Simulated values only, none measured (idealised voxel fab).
process module | voxel double patterning
cross-section cut | 260 nm wide | cells 5 nm
A cross-section is a grid of square cells, given in bands from the top down. A band is one or more rows of cells.
Each band's line starts with the height of the band's top and of its bottom, in nm. Then come its materials from left to right, each with its width in nm. One material with "throughout" fills the band from edge to edge. "air" is empty space.
Height 0 is the level under which the wafer as received is all one material. The lowest band goes on downwards, as in "0 down".
A width such as "30 to 40" changes by the same amount from each row of cells to the next, from the band's top row to its bottom row.
"no change" after a step means that no cell of the cross-section changed.
closed voids: empty space of 8 cells or more with no open way to the top, each as width x height at its distance from the left edge, in nm
after a step's settings: what the simulator itself notes on the step
overlay nm, on a step with a mask: how far to the right of its planned place the mask lay; to the left if negative
plan
1 op RECEIVE | material Si
2 op CONFORMAL_DEP | material SiO2 | thk nm 10
3 op DIRECTIONAL_DEP | material TiN | thk nm 15
4 op DIRECTIONAL_DEP | material SiCN | thk nm 5
5 op MASKED_ETCH | tone open | mask id FIRST | width nm 15 | pitch nm 50 | etch materials SiCN | depth nm 5 | overlay nm 0
6 op DIRECTIONAL_DEP | material aC | thk nm 15
7 op PATTERN | tone open | mask id SECOND | material resist | width nm 15 | pitch nm 50 | thk nm 35 | overlay nm 0
8 op DIRECTIONAL_ETCH | etch materials aC | depth nm 15
9 op STRIP | etch materials resist
10 op DIRECTIONAL_ETCH | etch materials SiCN | depth nm 5
11 op STRIP | etch materials aC
12 op DIRECTIONAL_ETCH | etch materials TiN | depth nm 15
13 op STRIP | etch materials SiCN
as received, after step 1
  0 down: Si throughout
  closed voids: none
a wafer at the end: this start, this plan, one mistake
  25 to 10: air 70 | TiN 15 | air 35 | TiN 15 | air 35 | TiN 15 | air 75
  10 to 0: SiO2 throughout
  0 down: Si throughout
  closed voids: none
what went wrong: step 5 ran as: op MASKED_ETCH | tone cover | mask id FIRST | width nm 15 | pitch nm 50 | etch materials SiCN | depth nm 5 | overlay nm 0
